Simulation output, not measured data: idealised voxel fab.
You're looking at the process module voxel self aligned vias.
250 nm wide, 5 nm square cells: that's cross-section cut.
For the purposes of this document, a cross-section shall be understood as a grid of square cells, specified as bands listed in top-to-bottom order, each band consisting of one or more rows of cells.
First you get the band's top height and its bottom height, in nm, and then the materials it's made of, left to right, with each width in nm. If you see a single material with "everywhere", that one covers the band edge to edge. "empty" is empty space.
Heights are reckoned from 0. Under this level, the received wafer is all of one material. The bottommost band is open-ended downward, for example "0 and below".
The width entry "30..40" should be interpreted row by row: the top row of cells in the band takes the first number, the bottom row takes the second number, and the change between adjacent rows is uniform throughout.
The designation "no change", where it is given for a processing step, indicates that no cell of the cross-section was altered in the course of that step.
Empty spaces counting at least 8 cells and having no open way to the top are listed in "Entrapped void list". The notation width x height at distance is used for each, the distance being from the left edge and all three values in nm.
Whatever follows a step's settings on its line is a remark the simulator itself makes about that step.
overlay nm: on a step with a mask, how far right of its planned place the mask lay; negative means left.

The following list gives the planned process steps
step 1: RECEIVE: material Si
step 2: CONFORMAL_DEP: material SiO2, thk nm 15
step 3: CONFORMAL_DEP: material SiCN, thk nm 5
step 4: DIRECTIONAL_DEP: material SiO2, thk nm 30
step 5: DIRECTIONAL_DEP: material aC, thk nm 15
step 6: PATTERN: tone open, mask id LINES, material resist, width nm 30, pitch nm 75, thk nm 35, overlay nm 0
step 7: DIRECTIONAL_ETCH: etch materials aC, depth nm 15
step 8: STRIP: etch materials resist
step 9: DIRECTIONAL_ETCH: etch materials SiO2, depth nm 30
step 10: STRIP: etch materials aC
step 11: CONFORMAL_DEP: material TiN, thk nm 5
step 12: FILL_DEP: material W, thk nm 10
step 13: CMP: height nm 50
step 14: SELECTIVE_ETCH: etch materials W Ru TiN, depth nm 5
step 15: FILL_DEP: material SiN, thk nm 5
step 16: CMP: height nm 50
step 17: DIRECTIONAL_DEP: material SiO2, thk nm 20
step 18: PATTERN: tone open, mask id VIAS, material resist, width nm 50, pitch nm 150, thk nm 15, overlay nm 0
step 19: DIRECTIONAL_ETCH: etch materials SiO2, depth nm 20
step 20: DIRECTIONAL_ETCH: etch materials SiN, depth nm 5
step 21: STRIP: etch materials resist
step 22: CONFORMAL_DEP: material TiN, thk nm 5
step 23: FILL_DEP: material Cu, thk nm 10
step 24: CMP: height nm 70
step 25: CONFORMAL_DEP: material SiN, thk nm 5

First of the two wafers, run per plan

The cross-section here shows the wafer as received, i.e. in its state after step 1
* 0 and below: Si everywhere
* Entrapped void list: none

Cross-section through the wafer, step 2 finished
* 15 down to 0: SiO2 everywhere
* Lower than 0, everything is as it was.

Cross-section through the wafer, step 3 finished
* 20 down to 15: SiCN everywhere
* Lower than 15, everything is as it was.

Cross-section through the wafer, step 4 finished
* 50 down to 20: SiO2 everywhere
* Lower than 20, everything is as it was.

Cross-section through the wafer, step 5 finished
* 65 down to 50: aC everywhere
* Lower than 50, everything is as it was.

Cross-section through the wafer, step 6 finished
* 100 down to 65: resist 35 / empty 30 / resist 45 / empty 30 / resist 45 / empty 30 / resist 35
* Lower than 65, everything is as it was.

Cross-section through the wafer, step 7 finished
* 85 down to 65: resist 35 / empty 30 / resist 45 / empty 30 / resist 45 / empty 30 / resist 35
* 65 down to 50: aC 35 / empty 30 / aC 45 / empty 30 / aC 45 / empty 30 / aC 35
* Lower than 50, everything is as it was.

Cross-section through the wafer, step 8 finished
* 65 down to 50: aC 35 / empty 30 / aC 45 / empty 30 / aC 45 / empty 30 / aC 35
* Lower than 50, everything is as it was.

Cross-section through the wafer, step 9 finished
* 65 down to 50: aC 35 / empty 30 / aC 45 / empty 30 / aC 45 / empty 30 / aC 35
* 50 down to 20: SiO2 35 / empty 30 / SiO2 45 / empty 30 / SiO2 45 / empty 30 / SiO2 35
* Lower than 20, everything is as it was.

Cross-section through the wafer, step 10 finished
* 50 down to 20: SiO2 35 / empty 30 / SiO2 45 / empty 30 / SiO2 45 / empty 30 / SiO2 35
* Lower than 20, everything is as it was.

Cross-section through the wafer, step 11 finished
* 55 down to 50: TiN 40 / empty 20 / TiN 55 / empty 20 / TiN 55 / empty 20 / TiN 40
* 50 down to 25: SiO2 35 / TiN 5 / empty 20 / TiN 5 / SiO2 45 / TiN 5 / empty 20 / TiN 5 / SiO2 45 / TiN 5 / empty 20 / TiN 5 / SiO2 35
* 25 down to 20: SiO2 35 / TiN 30 / SiO2 45 / TiN 30 / SiO2 45 / TiN 30 / SiO2 35
* Lower than 20, everything is as it was.

Cross-section through the wafer, step 12 finished
* 65 down to 55: W everywhere
* 55 down to 50: TiN 40 / W 20 / TiN 55 / W 20 / TiN 55 / W 20 / TiN 40
* 50 down to 25: SiO2 35 / TiN 5 / W 20 / TiN 5 / SiO2 45 / TiN 5 / W 20 / TiN 5 / SiO2 45 / TiN 5 / W 20 / TiN 5 / SiO2 35
* Lower than 25, everything is as it was.

Cross-section through the wafer, step 13 finished
* 50 down to 25: SiO2 35 / TiN 5 / W 20 / TiN 5 / SiO2 45 / TiN 5 / W 20 / TiN 5 / SiO2 45 / TiN 5 / W 20 / TiN 5 / SiO2 35
* Lower than 25, everything is as it was.

Cross-section through the wafer, step 14 finished
* 50 down to 45: SiO2 35 / empty 30 / SiO2 45 / empty 30 / SiO2 45 / empty 30 / SiO2 35
* Lower than 45, everything is as it was.

Cross-section through the wafer, step 15 finished
* 55 down to 50: SiN everywhere
* 50 down to 45: SiO2 35 / SiN 30 / SiO2 45 / SiN 30 / SiO2 45 / SiN 30 / SiO2 35
* Lower than 45, everything is as it was.

Cross-section through the wafer, step 16 finished
* 50 down to 45: SiO2 35 / SiN 30 / SiO2 45 / SiN 30 / SiO2 45 / SiN 30 / SiO2 35
* Lower than 45, everything is as it was.

Cross-section through the wafer, step 17 finished
* 70 down to 50: SiO2 everywhere
* Lower than 50, everything is as it was.

Cross-section through the wafer, step 18 finished
* 85 down to 70: resist 25 / empty 50 / resist 100 / empty 50 / resist 25
* Lower than 70, everything is as it was.

Cross-section through the wafer, step 19 finished
* 85 down to 70: resist 25 / empty 50 / resist 100 / empty 50 / resist 25
* 70 down to 50: SiO2 25 / empty 50 / SiO2 100 / empty 50 / SiO2 25
* Lower than 50, everything is as it was.

Cross-section through the wafer, step 20 finished
* 85 down to 70: resist 25 / empty 50 / resist 100 / empty 50 / resist 25
* 70 down to 50: SiO2 25 / empty 50 / SiO2 100 / empty 50 / SiO2 25
* 50 down to 45: SiO2 35 / empty 30 / SiO2 45 / SiN 30 / SiO2 45 / empty 30 / SiO2 35
* Lower than 45, everything is as it was.

Cross-section through the wafer, step 21 finished
* 70 down to 50: SiO2 25 / empty 50 / SiO2 100 / empty 50 / SiO2 25
* Lower than 50, everything is as it was.

Cross-section through the wafer, step 22 finished
* 75 down to 70: TiN 30 / empty 40 / TiN 110 / empty 40 / TiN 30
* 70 down to 55: SiO2 25 / TiN 5 / empty 40 / TiN 5 / SiO2 100 / TiN 5 / empty 40 / TiN 5 / SiO2 25
* 55 down to 50: SiO2 25 / TiN 15 / empty 20 / TiN 15 / SiO2 100 / TiN 15 / empty 20 / TiN 15 / SiO2 25
* 50 down to 45: SiO2 35 / TiN 30 / SiO2 45 / SiN 30 / SiO2 45 / TiN 30 / SiO2 35
* Lower than 45, everything is as it was.

Cross-section through the wafer, step 23 finished
* 85 down to 75: Cu everywhere
* 75 down to 70: TiN 30 / Cu 40 / TiN 110 / Cu 40 / TiN 30
* 70 down to 55: SiO2 25 / TiN 5 / Cu 40 / TiN 5 / SiO2 100 / TiN 5 / Cu 40 / TiN 5 / SiO2 25
* 55 down to 50: SiO2 25 / TiN 15 / Cu 20 / TiN 15 / SiO2 100 / TiN 15 / Cu 20 / TiN 15 / SiO2 25
* Lower than 50, everything is as it was.

Cross-section through the wafer, step 24 finished
* 70 down to 55: SiO2 25 / TiN 5 / Cu 40 / TiN 5 / SiO2 100 / TiN 5 / Cu 40 / TiN 5 / SiO2 25
* Lower than 55, everything is as it was.

Cross-section through the wafer, step 25 finished
* 75 down to 70: SiN everywhere
* Lower than 70, everything is as it was.

Second wafer - shared start and plan with the first - one error in running - same as the first up to step 18 inclusive

Cross-section of the second wafer corresponding to the planned conclusion of step 19
* 85 down to 70: resist 25 / empty 50 / resist 100 / empty 50 / resist 25
* 70 down to 50: SiO2 25 / empty 50 / SiO2 100 / empty 50 / SiO2 25
* 50 down to 45: SiO2 25 / empty 10 / SiN 30 / empty 10 / SiO2 35 / SiN 30 / SiO2 35 / empty 10 / SiN 30 / empty 10 / SiO2 25
* 45 down to 30: SiO2 25 / empty 10 / TiN 5 / W 20 / TiN 5 / empty 10 / SiO2 35 / TiN 5 / W 20 / TiN 5 / SiO2 35 / empty 10 / TiN 5 / W 20 / TiN 5 / empty 10 / SiO2 25
* Lower than 30, everything is as it was.

Cross-section of the second wafer corresponding to the planned conclusion of step 20
* 85 down to 70: resist 25 / empty 50 / resist 100 / empty 50 / resist 25
* 70 down to 50: SiO2 25 / empty 50 / SiO2 100 / empty 50 / SiO2 25
* 50 down to 45: SiO2 25 / empty 50 / SiO2 35 / SiN 30 / SiO2 35 / empty 50 / SiO2 25
* Lower than 45, everything is as it was.

Cross-section of the second wafer corresponding to the planned conclusion of step 21
* 70 down to 50: SiO2 25 / empty 50 / SiO2 100 / empty 50 / SiO2 25
* Lower than 50, everything is as it was.

Cross-section of the second wafer corresponding to the planned conclusion of step 22
* 75 down to 70: TiN 30 / empty 40 / TiN 110 / empty 40 / TiN 30
* 70 down to 50: SiO2 25 / TiN 5 / empty 40 / TiN 5 / SiO2 100 / TiN 5 / empty 40 / TiN 5 / SiO2 25
* 50 down to 45: SiO2 25 / TiN 50 / SiO2 35 / SiN 30 / SiO2 35 / TiN 50 / SiO2 25
* 45 down to 30: SiO2 25 / TiN 15 / W 20 / TiN 15 / SiO2 35 / TiN 5 / W 20 / TiN 5 / SiO2 35 / TiN 15 / W 20 / TiN 15 / SiO2 25
* Lower than 30, everything is as it was.

Cross-section of the second wafer corresponding to the planned conclusion of step 23
* 85 down to 75: Cu everywhere
* 75 down to 70: TiN 30 / Cu 40 / TiN 110 / Cu 40 / TiN 30
* 70 down to 50: SiO2 25 / TiN 5 / Cu 40 / TiN 5 / SiO2 100 / TiN 5 / Cu 40 / TiN 5 / SiO2 25
* Lower than 50, everything is as it was.

Cross-section of the second wafer corresponding to the planned conclusion of step 24
* 70 down to 50: SiO2 25 / TiN 5 / Cu 40 / TiN 5 / SiO2 100 / TiN 5 / Cu 40 / TiN 5 / SiO2 25
* Lower than 50, everything is as it was.

Cross-section of the second wafer corresponding to the planned conclusion of step 25
* 75 down to 70: SiN everywhere
* Lower than 70, everything is as it was.
Deviation noted in wafer processing: twice over, step 19 of the plan was run
Per the end-of-run cell counts, the second wafer holds more or fewer of some materials than the first: +8 Cu, -32 SiO2, +24 TiN
